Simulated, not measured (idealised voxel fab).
Documented hereafter: the process module known as voxel transistor to metal.
The figure presents cross-section cut, which has a width of 285 nm and is divided into square cells with an edge length of 5 nm.
Cross-section spec: square-cell grid; bands listed top down; each band is one or more rows.
Band: top height; bottom height; in nm. Then, left to right: material with width in nm, for each material. "all across": a single material spanning edge to edge. "blank": empty space.
It should be noted that heights are counted from 0, beneath which the wafer as supplied is of one material throughout, and that the lowest band possesses no lower boundary but continues downward, as written in "0 -> down".
When a width is written as two numbers, as in "30 to 40", the first number is the width in the top row of cells of the band and the second is the width in its bottom row, and the width changes by the same amount from each row to the next.
Where a step carries "stayed the same", the cross-section came out of it unchanged, cell for cell.
Empty spaces counting at least 8 cells and having no open way to the top are listed in "Enclosed void entries". The notation width x height at distance is used for each, the distance being from the left edge and all three values in nm.
What comes after the settings on a step's line is commentary from the simulator itself on that step.
overlay nm: for a step with a mask, the amount by which the mask lay right of where it was planned; a negative amount means left of it.
-- Process steps foreseen in the plan
1,op RECEIVE | material Si
2,op OXIDIZE | depth nm 5
3,op CONFORMAL_DEP | material SiN | thk nm 10
4,op DIRECTIONAL_DEP | material aC | thk nm 10
5,op PATTERN | tone cover | mask id ACTIVE | material resist | width nm 95 | pitch nm 115 | thk nm 30 | overlay nm 0
6,op DIRECTIONAL_ETCH | etch materials aC | depth nm 10
7,op STRIP | etch materials resist
8,op DIRECTIONAL_ETCH | etch materials SiN | depth nm 10
9,op DIRECTIONAL_ETCH | etch materials SiO2 | depth nm 5
10,op DIRECTIONAL_ETCH | etch materials Si | depth nm 30
11,op STRIP | etch materials aC
12,op FILL_DEP | material SiO2 | thk nm 10
13,op CMP | height nm 10
14,op SELECTIVE_ETCH | etch materials SiO2 | depth nm 10
15,op STRIP | etch materials SiN
16,op SELECTIVE_ETCH | etch materials SiO2 | depth nm 5
17,op OXIDIZE | depth nm 5
18,op DIRECTIONAL_DEP | material polySi | thk nm 25
19,op DIRECTIONAL_DEP | material SiCN | thk nm 10
20,op DIRECTIONAL_DEP | material aC | thk nm 15
21,op PATTERN | tone cover | mask id GATE | material resist | width nm 15 | pitch nm 115 | thk nm 30 | overlay nm 0
22,op DIRECTIONAL_ETCH | etch materials aC | depth nm 15
23,op STRIP | etch materials resist
24,op DIRECTIONAL_ETCH | etch materials SiCN | depth nm 20
25,op DIRECTIONAL_ETCH | etch materials polySi | depth nm 35
26,op STRIP | etch materials aC
27,op CONFORMAL_DEP | material SiO2 | thk nm 5
28,op DIRECTIONAL_ETCH | etch materials SiO2 | depth nm 5
29,op CONFORMAL_DEP | material SiN | thk nm 10
30,op DIRECTIONAL_ETCH | etch materials SiN | depth nm 10
31,op DIRECTIONAL_ETCH | etch materials SiO2 | depth nm 5
32,op EPI | material nSi | thk nm 5
33,op FILL_DEP | material SiO2 | thk nm 10
34,op CMP | height nm 30
35,op DIRECTIONAL_DEP | material SiO2 | thk nm 10
36,op DIRECTIONAL_DEP | material aC | thk nm 10
37,op PATTERN | tone open | mask id CONTACT | material resist | width nm 25 | thk nm 25 | overlay nm 0
38,op DIRECTIONAL_ETCH | etch materials aC | depth nm 10
39,op STRIP | etch materials resist
40,op DIRECTIONAL_ETCH | etch materials SiO2 | depth nm 45
41,op STRIP | etch materials aC
42,op CONFORMAL_DEP | material TiN | thk nm 5
43,op FILL_DEP | material W | thk nm 10
44,op CMP | height nm 40
45,op CONFORMAL_DEP | material SiN | thk nm 5
46,op DIRECTIONAL_DEP | material lowk | thk nm 25
47,op PATTERN | tone open | mask id METAL_1 | material resist | width nm 15 | thk nm 20 | overlay nm 0
48,op DIRECTIONAL_ETCH | etch materials lowk | depth nm 25
49,op DIRECTIONAL_ETCH | etch materials SiN | depth nm 5
50,op STRIP | etch materials resist
51,op CONFORMAL_DEP | material TiN | thk nm 5
52,op FILL_DEP | material Cu | thk nm 10
53,op CMP | height nm 70
54,op CONFORMAL_DEP | material SiN | thk nm 5
-- Wafer cross-section on receipt, i.e. after step 1
    0 -> down = Si all across
    Enclosed void entries: none
-- Cross-sectional image of the first of two wafers at the end of the module, the run having proceeded as planned
    75 -> 70 = SiN all across
    70 -> 45 = 45 lowk | 5 TiN | 5 Cu | 5 TiN | 45 lowk | 5 TiN | 5 Cu | 5 TiN | 40 lowk | 5 TiN | 5 Cu | 5 TiN | 45 lowk | 5 TiN | 5 Cu | 5 TiN | 50 lowk
    45 -> 40 = 45 SiN | 15 TiN | 45 SiN | 15 TiN | 40 SiN | 15 TiN | 45 SiN | 15 TiN | 50 SiN
    40 -> 30 = 45 SiO2 | 5 TiN | 15 to 5 W | 5 to 15 TiN | 25 SiO2 | 5 to 15 TiN | 15 to 5 W | 5 TiN | 40 SiO2 | 5 TiN | 15 to 5 W | 5 to 15 TiN | 25 SiO2 | 5 to 15 TiN | 15 to 5 W | 5 TiN | 50 SiO2
    30 -> 20 = 45 SiO2 | 5 TiN | 5 W | 5 TiN | 10 SiN | 5 SiO2 | 15 SiCN | 5 SiO2 | 10 SiN | 5 TiN | 5 W | 5 TiN | 40 SiO2 | 5 TiN | 5 W | 5 TiN | 10 SiN | 5 SiO2 | 15 SiCN | 5 SiO2 | 10 SiN | 5 TiN | 5 W | 5 TiN | 50 SiO2
    20 -> 0 = 45 SiO2 | 5 TiN | 5 W | 5 TiN | 10 SiN | 5 SiO2 | 15 polySi | 5 SiO2 | 10 SiN | 5 TiN | 5 W | 5 TiN | 40 SiO2 | 5 TiN | 5 W | 5 TiN | 10 SiN | 5 SiO2 | 15 polySi | 5 SiO2 | 10 SiN | 5 TiN | 5 W | 5 TiN | 50 SiO2
    0 -> -5 = 45 SiO2 | 15 TiN | 10 SiN | 5 SiO2 | 15 polySi | 5 SiO2 | 10 SiN | 15 TiN | 40 SiO2 | 15 TiN | 10 SiN | 5 SiO2 | 15 polySi | 5 SiO2 | 10 SiN | 15 TiN | 50 SiO2
    -5 -> -10 = 30 SiO2 | 30 nSi | 45 SiO2 | 30 nSi | 10 SiO2 | 30 nSi | 45 SiO2 | 30 nSi | 35 SiO2
    -10 -> -35 = 35 SiO2 | 95 Si | 20 SiO2 | 95 Si | 40 SiO2
    -35 -> down = Si all across
    Enclosed void entries: none
-- Presented here is a cross-section of the second of the two wafers as it stood at the end of the module. It was started in the same manner and assigned the same plan as the first wafer; however, one mistake was made in its execution
    75 -> 70 = SiN all across
    70 -> 45 = 45 lowk | 5 TiN | 5 Cu | 5 TiN | 45 lowk | 5 TiN | 5 Cu | 5 TiN | 40 lowk | 5 TiN | 5 Cu | 5 TiN | 45 lowk | 5 TiN | 5 Cu | 5 TiN | 50 lowk
    45 -> 40 = 45 SiN | 15 TiN | 45 SiN | 15 TiN | 40 SiN | 15 TiN | 45 SiN | 15 TiN | 50 SiN
    40 -> 35 = 50 TiN | 15 W | 35 TiN | 15 W | 50 TiN | 15 W | 35 TiN | 15 W | 55 TiN
    35 -> 30 = 45 SiO2 | 5 TiN | 5 W | 15 TiN | 25 SiO2 | 15 TiN | 5 W | 5 TiN | 40 SiO2 | 5 TiN | 5 W | 15 TiN | 25 SiO2 | 15 TiN | 5 W | 5 TiN | 50 SiO2
    30 -> 20 = 45 SiO2 | 5 TiN | 5 W | 5 TiN | 10 SiN | 5 SiO2 | 15 SiCN | 5 SiO2 | 10 SiN | 5 TiN | 5 W | 5 TiN | 40 SiO2 | 5 TiN | 5 W | 5 TiN | 10 SiN | 5 SiO2 | 15 SiCN | 5 SiO2 | 10 SiN | 5 TiN | 5 W | 5 TiN | 50 SiO2
    20 -> 0 = 45 SiO2 | 5 TiN | 5 W | 5 TiN | 10 SiN | 5 SiO2 | 15 polySi | 5 SiO2 | 10 SiN | 5 TiN | 5 W | 5 TiN | 40 SiO2 | 5 TiN | 5 W | 5 TiN | 10 SiN | 5 SiO2 | 15 polySi | 5 SiO2 | 10 SiN | 5 TiN | 5 W | 5 TiN | 50 SiO2
    0 -> -5 = 45 SiO2 | 15 TiN | 10 SiN | 5 SiO2 | 15 polySi | 5 SiO2 | 10 SiN | 15 TiN | 40 SiO2 | 15 TiN | 10 SiN | 5 SiO2 | 15 polySi | 5 SiO2 | 10 SiN | 15 TiN | 50 SiO2
    -5 -> -10 = 30 SiO2 | 30 nSi | 45 SiO2 | 30 nSi | 10 SiO2 | 30 nSi | 45 SiO2 | 30 nSi | 35 SiO2
    -10 -> -35 = 35 SiO2 | 95 Si | 20 SiO2 | 95 Si | 40 SiO2
    -35 -> down = Si all across
    Enclosed void entries: none
Which mistake was made when the wafer was run? step 35 ran differently from the plan; actual operation with settings: op DIRECTIONAL_DEP | material SiO2 | thk nm 5
Cell-count delta at end, second wafer over first, by material: SiO2 -37; TiN +37
